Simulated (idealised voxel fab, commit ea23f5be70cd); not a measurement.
Module name: voxel self aligned vias (process module)
cross-section cut | 235 nm wide | cells 5 nm
Just so we're on the same page, the cross-sections are grids of square cells, and they're listed out in bands top to bottom, each band one or more rows deep.
For a band, the entry starts with two heights in nm, that of the top and then that of the bottom, and carries on with the band's materials in order from left to right, each alongside its width in nm; the word "throughout" beside a single material means it fills the band edge to edge, and "blank" means empty space.
A quick word on heights: they are counted from 0, and under that level the wafer as it came to us is one material throughout. The lowest band is different from the rest in having no bottom; it simply continues downward, written as in "0 down".
You'd read "30..40" like this: the band's top row of cells is as wide as the first number, its bottom row is as wide as the second, and going down, every row changes width by the same amount as the row before did.
"remained the same" for a step: no cell of the cross-section changed in that step.
Sealed void listing: empty space of 8 cells or more with no open way to the top, each as width x height at its distance from the left edge, in nm
On a step's line, text after the settings is the simulator commenting on that step.
overlay nm: step with mask; distance mask lay right of planned place; negative value = left of planned place.
[The following list gives the planned process steps]
1,RECEIVE: material Si
2,CONFORMAL_DEP: material SiO2, thk nm 15
3,CONFORMAL_DEP: material SiCN, thk nm 5
4,DIRECTIONAL_DEP: material SiO2, thk nm 30
5,MASKED_ETCH: tone open, mask id LINES, width nm 25, pitch nm 60, etch materials SiO2, depth nm 30, overlay nm 0
6,CONFORMAL_DEP: material TiN, thk nm 5
7,FILL_DEP: material W, thk nm 10
8,CMP: height nm 50
9,SELECTIVE_ETCH: etch materials W Ru TiN, depth nm 5
10,FILL_DEP: material SiN, thk nm 5
11,CMP: height nm 50
12,DIRECTIONAL_DEP: material SiO2, thk nm 15
13,MASKED_ETCH: tone open, mask id VIAS, width nm 35, pitch nm 60, etch materials SiO2, depth nm 15, overlay nm 0
14,MASKED_ETCH: tone open, mask id VIAS, width nm 35, pitch nm 60, etch materials SiN, depth nm 5, overlay nm 0
15,CONFORMAL_DEP: material TiN, thk nm 5
16,FILL_DEP: material Cu, thk nm 5
17,CMP: height nm 65
18,CONFORMAL_DEP: material SiCN, thk nm 5
[Wafer as received: cross-section following step 1]
> 0 down: Si throughout
> Sealed void listing: none
[Here's the cross-section of the first of our two wafers at the end of the module - it ran as planned]
> 70 to 65: SiCN throughout
> 65 to 55: 70 SiO2, then 5 TiN, then 25 Cu, then 5 TiN, then 25 SiO2, then 5 TiN, then 25 Cu, then 5 TiN, then 70 SiO2
> 55 to 50: 70 SiO2, then 10 TiN, then 15 Cu, then 10 TiN, then 25 SiO2, then 10 TiN, then 15 Cu, then 10 TiN, then 70 SiO2
> 50 to 45: 75 SiO2, then 25 TiN, then 35 SiO2, then 25 TiN, then 75 SiO2
> 45 to 25: 75 SiO2, then 5 TiN, then 15 W, then 5 TiN, then 35 SiO2, then 5 TiN, then 15 W, then 5 TiN, then 75 SiO2
> 25 to 20: 75 SiO2, then 25 TiN, then 35 SiO2, then 25 TiN, then 75 SiO2
> 20 to 15: SiCN throughout
> 15 to 0: SiO2 throughout
> 0 down: Si throughout
> Sealed void listing: none
[Cross-section, wafer two of two, end of module: same start and plan as wafer one, one error in execution]
> 70 to 65: SiCN throughout
> 65 to 50: 70 SiO2, then 5 TiN, then 25 Cu, then 5 TiN, then 25 SiO2, then 5 TiN, then 25 Cu, then 5 TiN, then 70 SiO2
> 50 to 45: 70 SiN, then 35 TiN, then 25 SiN, then 35 TiN, then 70 SiN
> 45 to 40: W throughout
> 40 to 35: 80 TiN, then 15 W, then 45 TiN, then 15 W, then 80 TiN
> 35 to 10: 75 SiO2, then 5 TiN, then 15 W, then 5 TiN, then 35 SiO2, then 5 TiN, then 15 W, then 5 TiN, then 75 SiO2
> 10 to 5: 75 SiO2, then 25 TiN, then 35 SiO2, then 25 TiN, then 75 SiO2
> 5 to 0: SiCN throughout
> 0 down: Si throughout
> Sealed void listing: none
Nonconformance to the process plan: it should be noted that step 2 of the plan was omitted and was not performed
Wrapping up, a cell-based count of both wafers puts the second over or under the first for these materials: Cu +4, SiN +33, SiO2 -141, TiN +45, W +59
